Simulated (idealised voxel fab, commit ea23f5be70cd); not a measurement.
process module | voxel tone inversion
cross-section cut | 285 nm wide | cells 5 nm
A cross-section is a grid of square cells, given in bands from the top down. A band is one or more rows of cells.
Each band's line starts with the height of the band's top and of its bottom, in nm. Then come its materials from left to right, each with its width in nm. One material with "throughout" fills the band from edge to edge. "air" is empty space.
Height 0 is the level under which the wafer as received is all one material. The lowest band goes on downwards, as in "0 down".
A width such as "30 to 40" changes by the same amount from each row of cells to the next, from the band's top row to its bottom row.
"no change" after a step means that no cell of the cross-section changed.
closed voids: empty space of 8 cells or more with no open way to the top, each as width x height at its distance from the left edge, in nm
after a step's settings: what the simulator itself notes on the step
overlay nm, on a step with a mask: how far to the right of its planned place the mask lay; to the left if negative
plan
1 op RECEIVE | material Si
2 op CONFORMAL_DEP | material SiCN | thk nm 5
3 op DIRECTIONAL_DEP | material aC | thk nm 20
4 op PATTERN | tone cover | mask id POSTS | material resist | width nm 25 | pitch nm 50 | thk nm 30 | overlay nm 0
5 op DIRECTIONAL_ETCH | etch materials aC | depth nm 20
6 op STRIP | etch materials resist
7 op FILL_DEP | material lowk | thk nm 10
8 op CMP | height nm 25
9 op STRIP | etch materials aC
10 op CONFORMAL_DEP | material TiN | thk nm 5
11 op FILL_DEP | material Ru | thk nm 10
12 op CMP | height nm 25
13 op CONFORMAL_DEP | material SiCN | thk nm 5
as received, after step 1
  0 down: Si throughout
  closed voids: none
first wafer at the end, as planned
  30 to 25: SiCN throughout
  25 to 10: lowk 80 | TiN 5 | Ru 15 | TiN 5 | lowk 25 | TiN 5 | Ru 15 | TiN 5 | lowk 25 | TiN 5 | Ru 15 | TiN 5 | lowk 80
  10 to 5: lowk 80 | TiN 25 | lowk 25 | TiN 25 | lowk 25 | TiN 25 | lowk 80
  5 to 0: SiCN throughout
  0 down: Si throughout
  closed voids: none
second wafer at the end: like start, like plan, one mistake
  40 to 35: SiCN throughout
  35 to 30: Ru throughout
  30 to 25: TiN 85 | Ru 15 | TiN 35 | Ru 15 | TiN 35 | Ru 15 | TiN 85
  25 to 10: lowk 80 | TiN 5 | Ru 15 | TiN 5 | lowk 25 | TiN 5 | Ru 15 | TiN 5 | lowk 25 | TiN 5 | Ru 15 | TiN 5 | lowk 80
  10 to 5: lowk 80 | TiN 25 | lowk 25 | TiN 25 | lowk 25 | TiN 25 | lowk 80
  5 to 0: SiCN throughout
  0 down: Si throughout
  closed voids: none
what went wrong: step 12 ran as: op CMP | height nm 35
at the end the second wafer has, in cells: 66 more of Ru | 48 more of TiN
